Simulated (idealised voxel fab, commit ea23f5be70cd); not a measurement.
process module | voxel plated lines
cross-section cut | 255 nm wide | cells 5 nm
A cross-section is a grid of square cells, given in bands from the top down. A band is one or more rows of cells.
Each band's line starts with the height of the band's top and of its bottom, in nm. Then come its materials from left to right, each with its width in nm. One material with "throughout" fills the band from edge to edge. "air" is empty space.
Height 0 is the level under which the wafer as received is all one material. The lowest band goes on downwards, as in "0 down".
A width such as "30 to 40" changes by the same amount from each row of cells to the next, from the band's top row to its bottom row.
"no change" after a step means that no cell of the cross-section changed.
closed voids: empty space of 8 cells or more with no open way to the top, each as width x height at its distance from the left edge, in nm
after a step's settings: what the simulator itself notes on the step
overlay nm, on a step with a mask: how far to the right of its planned place the mask lay; to the left if negative
plan
1 op RECEIVE | material Si
2 op CONFORMAL_DEP | material SiO2 | thk nm 15
3 op DIRECTIONAL_DEP | material TiN | thk nm 5
4 op PATTERN | tone open | mask id LINES | material resist | width nm 20 | pitch nm 40 | thk nm 40 | overlay nm 0
5 op EPI | material Ru | thk nm 10
6 op EPI | material Ru | thk nm 5
7 op EPI | material Ru | thk nm 5
8 op STRIP | etch materials resist
9 op DIRECTIONAL_ETCH | etch materials TiN | depth nm 5
10 op CONFORMAL_DEP | material SiCN | thk nm 10
first wafer, as planned
as received, after step 1
  0 down: Si throughout
  closed voids: none
after step 2
  15 to 0: SiO2 throughout
  below 0: unchanged
after step 3
  20 to 15: TiN throughout
  below 15: unchanged
after step 4
  60 to 20: resist 75 | air 20 | resist 20 | air 20 | resist 20 | air 20 | resist 80
  below 20: unchanged
after step 5
  60 to 30: resist 75 | air 20 | resist 20 | air 20 | resist 20 | air 20 | resist 80
  30 to 20: resist 75 | Ru 20 | resist 20 | Ru 20 | resist 20 | Ru 20 | resist 80
  below 20: unchanged
after step 6
  60 to 35: resist 75 | air 20 | resist 20 | air 20 | resist 20 | air 20 | resist 80
  35 to 20: resist 75 | Ru 20 | resist 20 | Ru 20 | resist 20 | Ru 20 | resist 80
  below 20: unchanged
after step 7
  60 to 40: resist 75 | air 20 | resist 20 | air 20 | resist 20 | air 20 | resist 80
  40 to 20: resist 75 | Ru 20 | resist 20 | Ru 20 | resist 20 | Ru 20 | resist 80
  below 20: unchanged
after step 8
  40 to 20: air 75 | Ru 20 | air 20 | Ru 20 | air 20 | Ru 20 | air 80
  below 20: unchanged
after step 9
  40 to 20: air 75 | Ru 20 | air 20 | Ru 20 | air 20 | Ru 20 | air 80
  20 to 15: air 75 | TiN 20 | air 20 | TiN 20 | air 20 | TiN 20 | air 80
  below 15: unchanged
after step 10
  50 to 40: air 65 | SiCN 120 | air 70
  40 to 25: air 65 | SiCN 10 | Ru 20 | SiCN 20 | Ru 20 | SiCN 20 | Ru 20 | SiCN 10 | air 70
  25 to 20: SiCN 75 | Ru 20 | SiCN 20 | Ru 20 | SiCN 20 | Ru 20 | SiCN 80
  20 to 15: SiCN 75 | TiN 20 | SiCN 20 | TiN 20 | SiCN 20 | TiN 20 | SiCN 80
  below 15: unchanged
second wafer: like start, like plan, one mistake. Through step 1 it matches the first wafer
when step 2 should have ended
  15 to 0: SiCN throughout
  below 0: unchanged
when step 3 should have ended
  20 to 15: TiN throughout
  below 15: unchanged
when step 4 should have ended
  60 to 20: resist 75 | air 20 | resist 20 | air 20 | resist 20 | air 20 | resist 80
  below 20: unchanged
when step 5 should have ended
  60 to 30: resist 75 | air 20 | resist 20 | air 20 | resist 20 | air 20 | resist 80
  30 to 20: resist 75 | Ru 20 | resist 20 | Ru 20 | resist 20 | Ru 20 | resist 80
  below 20: unchanged
when step 6 should have ended
  60 to 35: resist 75 | air 20 | resist 20 | air 20 | resist 20 | air 20 | resist 80
  35 to 20: resist 75 | Ru 20 | resist 20 | Ru 20 | resist 20 | Ru 20 | resist 80
  below 20: unchanged
when step 7 should have ended
  60 to 40: resist 75 | air 20 | resist 20 | air 20 | resist 20 | air 20 | resist 80
  40 to 20: resist 75 | Ru 20 | resist 20 | Ru 20 | resist 20 | Ru 20 | resist 80
  below 20: unchanged
when step 8 should have ended
  40 to 20: air 75 | Ru 20 | air 20 | Ru 20 | air 20 | Ru 20 | air 80
  below 20: unchanged
when step 9 should have ended
  40 to 20: air 75 | Ru 20 | air 20 | Ru 20 | air 20 | Ru 20 | air 80
  20 to 15: air 75 | TiN 20 | air 20 | TiN 20 | air 20 | TiN 20 | air 80
  below 15: unchanged
when step 10 should have ended
  50 to 40: air 65 | SiCN 120 | air 70
  40 to 25: air 65 | SiCN 10 | Ru 20 | SiCN 20 | Ru 20 | SiCN 20 | Ru 20 | SiCN 10 | air 70
  25 to 20: SiCN 75 | Ru 20 | SiCN 20 | Ru 20 | SiCN 20 | Ru 20 | SiCN 80
  20 to 15: SiCN 75 | TiN 20 | SiCN 20 | TiN 20 | SiCN 20 | TiN 20 | SiCN 80
  below 15: unchanged
what went wrong: step 2 ran as: op CONFORMAL_DEP | material SiCN | thk nm 15
at the end the second wafer has, in cells: 153 more of SiCN | 153 fewer of SiO2
